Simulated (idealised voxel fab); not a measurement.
Process module, titled voxel air gaps
FYI the section here is cut, 270 nm wide, cells are 5 nm squares.
This document writes a cross-section as a grid whose cells are square, and gives it as bands, listed from the top down; one or more rows of cells form a band. Heads up on the band format: heights come first, top then bottom, in nm. After that it's the materials left to right, each with its width in nm. A single material flagged "throughout" fills the whole band edge to edge, and "air" means there's empty space there. The level at which height equals 0 is the one under which the wafer, as it arrives, is entirely one material. No lower edge exists for the bottom band, which continues downward and is notated as in "0 -> down". It should be noted that a width expressed as "30 to 40" varies in equal increments from row to row of cells within the band, taking the value of the first number at the top row and that of the second number at the bottom row. Any step labelled "left unchanged" changed none of the cells in the cross-section. Empty spaces without an open route to the top, at least 8 cells in extent, make up the entry "Fully enclosed voids"; each is given as width x height at distance, where the distance is measured from the left edge, and all are in nm. What comes after the settings on a step's line is commentary from the simulator itself on that step. Each step line may optionally specify "overlay nm", which for a step with a mask gives the rightward distance between the mask's planned place and where it lay, a negative value indicating the leftward direction.
-- Planned step list for the process
- 1: RECEIVE (material Si)
- 2: CONFORMAL_DEP (material SiO2; thk nm 15)
- 3: CONFORMAL_DEP (material SiN; thk nm 5)
- 4: DIRECTIONAL_DEP (material lowk; thk nm 30)
- 5: PATTERN (tone open; mask id LINES; material resist; width nm 25; pitch nm 50; thk nm 15; overlay nm 0)
- 6: DIRECTIONAL_ETCH (etch materials lowk; depth nm 30)
- 7: STRIP (etch materials resist)
- 8: CONFORMAL_DEP (material TiN; thk nm 5)
- 9: FILL_DEP (material Cu; thk nm 10)
- 10: CMP (height nm 50)
- 11: EPI (material Ru; thk nm 10)
- 12: SELECTIVE_ETCH (etch materials lowk; depth nm 40)
- 13: CONFORMAL_DEP (material SiCN; thk nm 5)
-- Below: the first of two wafers, run as planned
-- Shown in cross-section is the wafer as received, that is, as it stands after step 1
	0 -> down | Si throughout
	Fully enclosed voids: none
-- How the wafer stands in section after step 2
	15 -> 0 | SiO2 throughout
	Nothing below the height 0 has changed.
-- How the wafer stands in section after step 3
	20 -> 15 | SiN throughout
	Nothing below the height 15 has changed.
-- How the wafer stands in section after step 4
	50 -> 20 | lowk throughout
	Nothing below the height 20 has changed.
-- How the wafer stands in section after step 5
	65 -> 50 | resist 45 nm, air 25 nm, resist 25 nm, air 25 nm, resist 25 nm, air 25 nm, resist 25 nm, air 25 nm, resist 50 nm
	Nothing below the height 50 has changed.
-- How the wafer stands in section after step 6
	65 -> 50 | resist 45 nm, air 25 nm, resist 25 nm, air 25 nm, resist 25 nm, air 25 nm, resist 25 nm, air 25 nm, resist 50 nm
	50 -> 20 | lowk 45 nm, air 25 nm, lowk 25 nm, air 25 nm, lowk 25 nm, air 25 nm, lowk 25 nm, air 25 nm, lowk 50 nm
	Nothing below the height 20 has changed.
-- How the wafer stands in section after step 7
	50 -> 20 | lowk 45 nm, air 25 nm, lowk 25 nm, air 25 nm, lowk 25 nm, air 25 nm, lowk 25 nm, air 25 nm, lowk 50 nm
	Nothing below the height 20 has changed.
-- How the wafer stands in section after step 8
	55 -> 50 | TiN 50 nm, air 15 nm, TiN 35 nm, air 15 nm, TiN 35 nm, air 15 nm, TiN 35 nm, air 15 nm, TiN 55 nm
	50 -> 25 | lowk 45 nm, TiN 5 nm, air 15 nm, TiN 5 nm, lowk 25 nm, TiN 5 nm, air 15 nm, TiN 5 nm, lowk 25 nm, TiN 5 nm, air 15 nm, TiN 5 nm, lowk 25 nm, TiN 5 nm, air 15 nm, TiN 5 nm, lowk 50 nm
	25 -> 20 | lowk 45 nm, TiN 25 nm, lowk 25 nm, TiN 25 nm, lowk 25 nm, TiN 25 nm, lowk 25 nm, TiN 25 nm, lowk 50 nm
	Nothing below the height 20 has changed.
-- How the wafer stands in section after step 9
	65 -> 55 | Cu throughout
	55 -> 50 | TiN 50 nm, Cu 15 nm, TiN 35 nm, Cu 15 nm, TiN 35 nm, Cu 15 nm, TiN 35 nm, Cu 15 nm, TiN 55 nm
	50 -> 25 | lowk 45 nm, TiN 5 nm, Cu 15 nm, TiN 5 nm, lowk 25 nm, TiN 5 nm, Cu 15 nm, TiN 5 nm, lowk 25 nm, TiN 5 nm, Cu 15 nm, TiN 5 nm, lowk 25 nm, TiN 5 nm, Cu 15 nm, TiN 5 nm, lowk 50 nm
	Nothing below the height 25 has changed.
-- How the wafer stands in section after step 10
	50 -> 25 | lowk 45 nm, TiN 5 nm, Cu 15 nm, TiN 5 nm, lowk 25 nm, TiN 5 nm, Cu 15 nm, TiN 5 nm, lowk 25 nm, TiN 5 nm, Cu 15 nm, TiN 5 nm, lowk 25 nm, TiN 5 nm, Cu 15 nm, TiN 5 nm, lowk 50 nm
	Nothing below the height 25 has changed.
-- How the wafer stands in section after step 11
	60 -> 50 | air 35 nm, Ru 45 nm, air 5 nm, Ru 45 nm, air 5 nm, Ru 45 nm, air 5 nm, Ru 45 nm, air 40 nm
	Nothing below the height 50 has changed.
-- How the wafer stands in section after step 12
	60 -> 50 | air 35 nm, Ru 45 nm, air 5 nm, Ru 45 nm, air 5 nm, Ru 45 nm, air 5 nm, Ru 45 nm, air 40 nm
	50 -> 25 | air 45 nm, TiN 5 nm, Cu 15 nm, TiN 5 nm, air 25 nm, TiN 5 nm, Cu 15 nm, TiN 5 nm, air 25 nm, TiN 5 nm, Cu 15 nm, TiN 5 nm, air 25 nm, TiN 5 nm, Cu 15 nm, TiN 5 nm, air 50 nm
	25 -> 20 | air 45 nm, TiN 25 nm, air 25 nm, TiN 25 nm, air 25 nm, TiN 25 nm, air 25 nm, TiN 25 nm, air 50 nm
	Nothing below the height 20 has changed.
-- How the wafer stands in section after step 13
	65 -> 60 | air 30 nm, SiCN 205 nm, air 35 nm
	60 -> 50 | air 30 nm, SiCN 5 nm, Ru 45 nm, SiCN 5 nm, Ru 45 nm, SiCN 5 nm, Ru 45 nm, SiCN 5 nm, Ru 45 nm, SiCN 5 nm, air 35 nm
	50 -> 45 | air 30 nm, SiCN 15 nm, TiN 5 nm, Cu 15 nm, TiN 5 nm, SiCN 25 nm, TiN 5 nm, Cu 15 nm, TiN 5 nm, SiCN 25 nm, TiN 5 nm, Cu 15 nm, TiN 5 nm, SiCN 25 nm, TiN 5 nm, Cu 15 nm, TiN 5 nm, SiCN 15 nm, air 35 nm
	45 -> 25 | air 40 nm, SiCN 5 nm, TiN 5 nm, Cu 15 nm, TiN 5 nm, SiCN 5 nm, air 15 nm, SiCN 5 nm, TiN 5 nm, Cu 15 nm, TiN 5 nm, SiCN 5 nm, air 15 nm, SiCN 5 nm, TiN 5 nm, Cu 15 nm, TiN 5 nm, SiCN 5 nm, air 15 nm, SiCN 5 nm, TiN 5 nm, Cu 15 nm, TiN 5 nm, SiCN 5 nm, air 45 nm
	25 -> 20 | SiCN 45 nm, TiN 25 nm, SiCN 25 nm, TiN 25 nm, SiCN 25 nm, TiN 25 nm, SiCN 25 nm, TiN 25 nm, SiCN 50 nm
	Nothing below the height 20 has changed.
	Fully enclosed voids: 15 x 20 at 75; 15 x 20 at 125; 15 x 20 at 175
-- It is to be noted that the second wafer proceeded from the same initial state and according to the same plan as the first, although one mistake was committed in its execution; through step 9, inclusive, the two wafers share an identical history
-- The second wafer cut through, at the time step 10 was supposed to be finished
	40 -> 25 | lowk 45 nm, TiN 5 nm, Cu 15 nm, TiN 5 nm, lowk 25 nm, TiN 5 nm, Cu 15 nm, TiN 5 nm, lowk 25 nm, TiN 5 nm, Cu 15 nm, TiN 5 nm, lowk 25 nm, TiN 5 nm, Cu 15 nm, TiN 5 nm, lowk 50 nm
	Nothing below the height 25 has changed.
-- The second wafer cut through, at the time step 11 was supposed to be finished
	50 -> 40 | air 35 nm, Ru 45 nm, air 5 nm, Ru 45 nm, air 5 nm, Ru 45 nm, air 5 nm, Ru 45 nm, air 40 nm
	Nothing below the height 40 has changed.
-- The second wafer cut through, at the time step 12 was supposed to be finished
	50 -> 40 | air 35 nm, Ru 45 nm, air 5 nm, Ru 45 nm, air 5 nm, Ru 45 nm, air 5 nm, Ru 45 nm, air 40 nm
	40 -> 25 | air 45 nm, TiN 5 nm, Cu 15 nm, TiN 5 nm, air 25 nm, TiN 5 nm, Cu 15 nm, TiN 5 nm, air 25 nm, TiN 5 nm, Cu 15 nm, TiN 5 nm, air 25 nm, TiN 5 nm, Cu 15 nm, TiN 5 nm, air 50 nm
	25 -> 20 | air 45 nm, TiN 25 nm, air 25 nm, TiN 25 nm, air 25 nm, TiN 25 nm, air 25 nm, TiN 25 nm, air 50 nm
	Nothing below the height 20 has changed.
-- The second wafer cut through, at the time step 13 was supposed to be finished
	55 -> 50 | air 30 nm, SiCN 205 nm, air 35 nm
	50 -> 40 | air 30 nm, SiCN 5 nm, Ru 45 nm, SiCN 5 nm, Ru 45 nm, SiCN 5 nm, Ru 45 nm, SiCN 5 nm, Ru 45 nm, SiCN 5 nm, air 35 nm
	40 -> 35 | air 30 nm, SiCN 15 nm, TiN 5 nm, Cu 15 nm, TiN 5 nm, SiCN 25 nm, TiN 5 nm, Cu 15 nm, TiN 5 nm, SiCN 25 nm, TiN 5 nm, Cu 15 nm, TiN 5 nm, SiCN 25 nm, TiN 5 nm, Cu 15 nm, TiN 5 nm, SiCN 15 nm, air 35 nm
	35 -> 25 | air 40 nm, SiCN 5 nm, TiN 5 nm, Cu 15 nm, TiN 5 nm, SiCN 5 nm, air 15 nm, SiCN 5 nm, TiN 5 nm, Cu 15 nm, TiN 5 nm, SiCN 5 nm, air 15 nm, SiCN 5 nm, TiN 5 nm, Cu 15 nm, TiN 5 nm, SiCN 5 nm, air 15 nm, SiCN 5 nm, TiN 5 nm, Cu 15 nm, TiN 5 nm, SiCN 5 nm, air 45 nm
	25 -> 20 | SiCN 45 nm, TiN 25 nm, SiCN 25 nm, TiN 25 nm, SiCN 25 nm, TiN 25 nm, SiCN 25 nm, TiN 25 nm, SiCN 50 nm
	Nothing below the height 20 has changed.
Nonconformance to the process plan: step 10: run off-plan, actual operation and settings CMP (height nm 40)
Per the end-of-run cell counts, the second wafer holds more or fewer of some materials than the first: Cu: 24 fewer, SiCN: 16 fewer, TiN: 16 fewer
Final observation: first wafer, 3 closed voids; second wafer, 0 closed voids.
